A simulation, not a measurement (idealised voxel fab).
Title: Process Module voxel self aligned vias
Cross-sectional view cut (width: 280 nm; square cell size: 5 nm).
Cross-section layout: square cells on a grid; listed as bands, top to bottom; a band spans one or more cell rows. Basically the band line says how high the top is and how high the bottom is, in nm, and then what's in it from left to right, every material with its width in nm. Empty space shows up as "air", and if a single material carries "full width" it runs the full band edge to edge. Counting heights begins at 0, where everything beneath is, in the wafer as received, one material. The lowest band has no bottom; it goes on downwards, as "from 0 down" shows. Width "30->40": first value at the band's top row of cells, second value at its bottom row, equal change from row to row. Basically "same as before" means that step didn't change any cell in the cross-section. "Unvented internal voids": sealed empty spaces, 8 cells or more, no open way to top, listed width x height at distance, with distance from the left edge and width, height and distance in nm. Read whatever lies past the settings on a step's line as the simulator's own remark about the step. A step line may carry the setting "overlay nm", which, for steps involving a mask, states the distance by which the mask lay to the right of its intended position; negative values denote displacement to the left.

-- The planned process steps are enumerated hereunder
1. RECEIVE: material Si
2. CONFORMAL_DEP: material SiO2, thk nm 15
3. CONFORMAL_DEP: material SiCN, thk nm 5
4. DIRECTIONAL_DEP: material SiO2, thk nm 30
5. PATTERN: tone open, mask id LINES, material resist, width nm 30, pitch nm 70, thk nm 20, overlay nm 0
6. DIRECTIONAL_ETCH: etch materials SiO2, depth nm 20
7. STRIP: etch materials resist
8. CONFORMAL_DEP: material TiN, thk nm 5
9. FILL_DEP: material Ru, thk nm 5
10. CMP: height nm 50
11. SELECTIVE_ETCH: etch materials W Ru TiN, depth nm 10
12. FILL_DEP: material SiN, thk nm 5
13. CMP: height nm 50
14. DIRECTIONAL_DEP: material SiO2, thk nm 15
15. MASKED_ETCH: tone open, mask id VIAS, width nm 50, pitch nm 70, etch materials SiO2, depth nm 15, overlay nm 0
16. MASKED_ETCH: tone open, mask id VIAS, width nm 50, pitch nm 70, etch materials SiN, depth nm 10, overlay nm 0
17. CONFORMAL_DEP: material TiN, thk nm 5
18. FILL_DEP: material Ru, thk nm 5
19. CMP: height nm 65
20. CONFORMAL_DEP: material SiN, thk nm 5
What sets these wafers apart? The depth nm at step 6. They all start alike, and the plan carries the first wafer's value.

-- Incoming state of the first of several wafers in cross-section: after step 1
* from 0 down  Si full width
* Unvented internal voids: none

-- Cross-sectional representation of the first of several wafers at the end of the module, i.e. after its terminal step, step 20
* from 70 to 65  SiN full width
* from 65 to 55  SiO2: 45, then TiN: 5, then Ru: 40, then TiN: 5, then SiO2: 20, then TiN: 5, then Ru: 40, then TiN: 5, then SiO2: 20, then TiN: 5, then Ru: 40, then TiN: 5, then SiO2: 45
* from 55 to 45  SiO2: 45->55, then TiN: 15->5, then Ru: 20, then TiN: 15->5, then SiO2: 20->40, then TiN: 15->5, then Ru: 20, then TiN: 15->5, then SiO2: 20->40, then TiN: 15->5, then Ru: 20, then TiN: 15->5, then SiO2: 45->55
* from 45 to 40  SiO2: 55, then TiN: 30, then SiO2: 40, then TiN: 30, then SiO2: 40, then TiN: 30, then SiO2: 55
* from 40 to 35  SiO2: 55, then TiN: 5, then Ru: 20, then TiN: 5, then SiO2: 40, then TiN: 5, then Ru: 20, then TiN: 5, then SiO2: 40, then TiN: 5, then Ru: 20, then TiN: 5, then SiO2: 55
* from 35 to 30  SiO2: 55, then TiN: 30, then SiO2: 40, then TiN: 30, then SiO2: 40, then TiN: 30, then SiO2: 55
* from 30 to 20  SiO2 full width
* from 20 to 15  SiCN full width
* from 15 to 0  SiO2 full width
* from 0 down  Si full width
* Unvented internal voids: none

-- At the end of the module, the last of several wafers in cross-section
* from 70 to 65  SiN full width
* from 65 to 55  SiO2: 45, then TiN: 5, then Ru: 40, then TiN: 5, then SiO2: 20, then TiN: 5, then Ru: 40, then TiN: 5, then SiO2: 20, then TiN: 5, then Ru: 40, then TiN: 5, then SiO2: 45
* from 55 to 45  SiO2: 45->55, then TiN: 15->5, then Ru: 20, then TiN: 15->5, then SiO2: 20->40, then TiN: 15->5, then Ru: 20, then TiN: 15->5, then SiO2: 20->40, then TiN: 15->5, then Ru: 20, then TiN: 15->5, then SiO2: 45->55
* from 45 to 40  SiO2: 55, then TiN: 30, then SiO2: 40, then TiN: 30, then SiO2: 40, then TiN: 30, then SiO2: 55
* from 40 to 25  SiO2: 55, then TiN: 5, then Ru: 20, then TiN: 5, then SiO2: 40, then TiN: 5, then Ru: 20, then TiN: 5, then SiO2: 40, then TiN: 5, then Ru: 20, then TiN: 5, then SiO2: 55
* from 25 to 20  SiO2: 55, then TiN: 30, then SiO2: 40, then TiN: 30, then SiO2: 40, then TiN: 30, then SiO2: 55
* from 20 to 15  SiCN full width
* from 15 to 0  SiO2 full width
* from 0 down  Si full width
* Unvented internal voids: none

-- End of module, by wafer: material-by-material cell gain (+) or loss (-) since receipt, then closed voids
depth nm 20 | +84 Ru | +56 SiCN | +56 SiN | +510 SiO2 | +78 TiN | Unvented internal voids: none
depth nm 25 | +96 Ru | +56 SiCN | +56 SiN | +492 SiO2 | +84 TiN | Unvented internal voids: none
depth nm 30 | +108 Ru | +56 SiCN | +56 SiN | +474 SiO2 | +90 TiN | Unvented internal voids: none
depth nm 35 | +108 Ru | +56 SiCN | +56 SiN | +474 SiO2 | +90 TiN | Unvented internal voids: none
depth nm 40 | +108 Ru | +56 SiCN | +56 SiN | +474 SiO2 | +90 TiN | Unvented internal voids: none
depth nm 45 | +108 Ru | +56 SiCN | +56 SiN | +474 SiO2 | +90 TiN | Unvented internal voids: none
